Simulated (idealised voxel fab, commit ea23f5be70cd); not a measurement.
This section sets out a process module, namely voxel self aligned contacts.
Pictured: cross-section cut, 235 nm wide, on a grid of 5 nm square cells.
A cross-section is a grid of square cells, given in bands from the top down. A band is one or more rows of cells.
A band entry consists of two parts. The first gives the height of the band's top and the height of its bottom, in nm. The rest lists the band's materials from left to right, each with its width in nm. A single material labelled with the word "edge to edge" fills the band from edge to edge, and the word "empty" marks empty space.
Height 0 is the level under which the wafer as received is all one material. The lowest band goes on downwards, as in "z 0 and below".
A two-number width, for instance "30..40", indicates that the width is equal to the first number in the top row of the band and to the second number in the bottom row, and that it changes by a constant amount per row of cells.
Basically "all unchanged" means that step didn't change any cell in the cross-section.
"Sealed cavities" enumerates empty spaces isolated from the top, with no open way to it, that contain at least 8 cells, giving each as width x height at distance from the left edge, all three in nm.
The remark found on a step's line after its settings is issued by the simulator itself and pertains to that step.
A step line may carry the setting "overlay nm", which, for steps involving a mask, states the distance by which the mask lay to the right of its intended position; negative values denote displacement to the left.

The steps planned for the process are as follows
- 1: op RECEIVE | material Si
- 2: op CONFORMAL_DEP | material SiO2 | thk nm 5
- 3: op DIRECTIONAL_DEP | material polySi | thk nm 30
- 4: op DIRECTIONAL_DEP | material SiN | thk nm 20
- 5: op DIRECTIONAL_DEP | material aC | thk nm 10
- 6: op PATTERN | tone cover | mask id GATE | material resist | width nm 30 | pitch nm 65 | thk nm 25 | overlay nm 0
- 7: op DIRECTIONAL_ETCH | etch materials aC | depth nm 10
- 8: op STRIP | etch materials resist
- 9: op DIRECTIONAL_ETCH | etch materials SiN | depth nm 20
- 10: op DIRECTIONAL_ETCH | etch materials polySi | depth nm 30
- 11: op STRIP | etch materials aC
- 12: op CONFORMAL_DEP | material SiN | thk nm 10
- 13: op DIRECTIONAL_ETCH | etch materials SiN | depth nm 10
- 14: op FILL_DEP | material SiO2 | thk nm 15
- 15: op CMP | height nm 65
- 16: op PATTERN | tone open | mask id CONTACT | material resist | width nm 45 | thk nm 20 | overlay nm 0
- 17: op DIRECTIONAL_ETCH | etch materials SiO2 | depth nm 65
- 18: op STRIP | etch materials resist
- 19: op CONFORMAL_DEP | material TiN | thk nm 5
- 20: op FILL_DEP | material Ru | thk nm 5
- 21: op CMP | height nm 65
- 22: op CONFORMAL_DEP | material SiN | thk nm 5

First of the two wafers, run per plan

Cross-section of the wafer as it came to us, i.e., already through step 1
	z 0 and below: Si edge to edge
	Sealed cavities: none

Step 2 complete: cross-section through the wafer
	z 5 to 0: SiO2 edge to edge
	Beneath the level 0, the cross-section is identical to its previous state.

Step 3 complete: cross-section through the wafer
	z 35 to 5: polySi edge to edge
	Beneath the level 5, the cross-section is identical to its previous state.

Step 4 complete: cross-section through the wafer
	z 55 to 35: SiN edge to edge
	Beneath the level 35, the cross-section is identical to its previous state.

Step 5 complete: cross-section through the wafer
	z 65 to 55: aC edge to edge
	Beneath the level 55, the cross-section is identical to its previous state.

Step 6 complete: cross-section through the wafer
	z 90 to 65: empty 70  resist 30  empty 35  resist 30  empty 70
	Beneath the level 65, the cross-section is identical to its previous state.

Step 7 complete: cross-section through the wafer
	z 80 to 65: empty 70  resist 30  empty 35  resist 30  empty 70
	z 65 to 55: empty 70  aC 30  empty 35  aC 30  empty 70
	Beneath the level 55, the cross-section is identical to its previous state.

Step 8 complete: cross-section through the wafer
	z 65 to 55: empty 70  aC 30  empty 35  aC 30  empty 70
	Beneath the level 55, the cross-section is identical to its previous state.

Step 9 complete: cross-section through the wafer
	z 65 to 55: empty 70  aC 30  empty 35  aC 30  empty 70
	z 55 to 35: empty 70  SiN 30  empty 35  SiN 30  empty 70
	Beneath the level 35, the cross-section is identical to its previous state.

Step 10 complete: cross-section through the wafer
	z 65 to 55: empty 70  aC 30  empty 35  aC 30  empty 70
	z 55 to 35: empty 70  SiN 30  empty 35  SiN 30  empty 70
	z 35 to 5: empty 70  polySi 30  empty 35  polySi 30  empty 70
	Beneath the level 5, the cross-section is identical to its previous state.

Step 11 complete: cross-section through the wafer
	z 55 to 35: empty 70  SiN 30  empty 35  SiN 30  empty 70
	Beneath the level 35, the cross-section is identical to its previous state.

Step 12 complete: cross-section through the wafer
	z 65 to 35: empty 60  SiN 50  empty 15  SiN 50  empty 60
	z 35 to 15: empty 60  SiN 10  polySi 30  SiN 10  empty 15  SiN 10  polySi 30  SiN 10  empty 60
	z 15 to 5: SiN 70  polySi 30  SiN 35  polySi 30  SiN 70
	Beneath the level 5, the cross-section is identical to its previous state.

Step 13 complete: cross-section through the wafer
	z 55 to 35: empty 60  SiN 50  empty 15  SiN 50  empty 60
	z 35 to 5: empty 60  SiN 10  polySi 30  SiN 10  empty 15  SiN 10  polySi 30  SiN 10  empty 60
	Beneath the level 5, the cross-section is identical to its previous state.

Step 14 complete: cross-section through the wafer
	z 70 to 55: SiO2 edge to edge
	z 55 to 35: SiO2 60  SiN 50  SiO2 15  SiN 50  SiO2 60
	z 35 to 5: SiO2 60  SiN 10  polySi 30  SiN 10  SiO2 15  SiN 10  polySi 30  SiN 10  SiO2 60
	Beneath the level 5, the cross-section is identical to its previous state.

Step 15 complete: cross-section through the wafer
	z 65 to 55: SiO2 edge to edge
	Beneath the level 55, the cross-section is identical to its previous state.

Step 16 complete: cross-section through the wafer
	z 85 to 65: resist 95  empty 45  resist 95
	Beneath the level 65, the cross-section is identical to its previous state.

Step 17 complete: cross-section through the wafer
	z 85 to 65: resist 95  empty 45  resist 95
	z 65 to 55: SiO2 95  empty 45  SiO2 95
	z 55 to 35: SiO2 60  SiN 50  empty 15  SiN 50  SiO2 60
	z 35 to 5: SiO2 60  SiN 10  polySi 30  SiN 10  empty 15  SiN 10  polySi 30  SiN 10  SiO2 60
	z 5 to 0: SiO2 110  empty 15  SiO2 110
	Beneath the level 0, the cross-section is identical to its previous state.

Step 18 complete: cross-section through the wafer
	z 65 to 55: SiO2 95  empty 45  SiO2 95
	Beneath the level 55, the cross-section is identical to its previous state.

Step 19 complete: cross-section through the wafer
	z 70 to 65: TiN 100  empty 35  TiN 100
	z 65 to 55: SiO2 95  TiN 5..20  empty 35..5  TiN 5..20  SiO2 95
	z 55 to 35: SiO2 60  SiN 50  TiN 5  empty 5  TiN 5  SiN 50  SiO2 60
	z 35 to 5: SiO2 60  SiN 10  polySi 30  SiN 10  TiN 5  empty 5  TiN 5  SiN 10  polySi 30  SiN 10  SiO2 60
	z 5 to 0: SiO2 110  TiN 15  SiO2 110
	Beneath the level 0, the cross-section is identical to its previous state.

Step 20 complete: cross-section through the wafer
	z 75 to 70: Ru edge to edge
	z 70 to 65: TiN 100  Ru 35  TiN 100
	z 65 to 55: SiO2 95  TiN 5..20  Ru 35..5  TiN 5..20  SiO2 95
	z 55 to 35: SiO2 60  SiN 50  TiN 5  Ru 5  TiN 5  SiN 50  SiO2 60
	z 35 to 5: SiO2 60  SiN 10  polySi 30  SiN 10  TiN 5  Ru 5  TiN 5  SiN 10  polySi 30  SiN 10  SiO2 60
	Beneath the level 5, the cross-section is identical to its previous state.

Step 21 complete: cross-section through the wafer
	z 65 to 55: SiO2 95  TiN 5..20  Ru 35..5  TiN 5..20  SiO2 95
	Beneath the level 55, the cross-section is identical to its previous state.

Step 22 complete: cross-section through the wafer
	z 70 to 65: SiN edge to edge
	Beneath the level 65, the cross-section is identical to its previous state.

Notes, second wafer: start = first wafer's, plan = first wafer's, execution had one mistake; history identical to first through step 20

Planned end of step 21: second wafer, cross-section
	z 60 to 55: SiO2 95  TiN 20  Ru 5  TiN 20  SiO2 95
	Beneath the level 55, the cross-section is identical to its previous state.

Planned end of step 22: second wafer, cross-section
	z 65 to 60: SiN edge to edge
	Beneath the level 60, the cross-section is identical to its previous state.
The mistake made against the process plan was this: step 21 ran differently from the plan; actual operation with settings: op CMP | height nm 60
The closing comparison, in cells, has the second wafer with more or fewer of some materials than the first: Ru: 7 fewer, SiO2: 38 fewer, TiN: 2 fewer
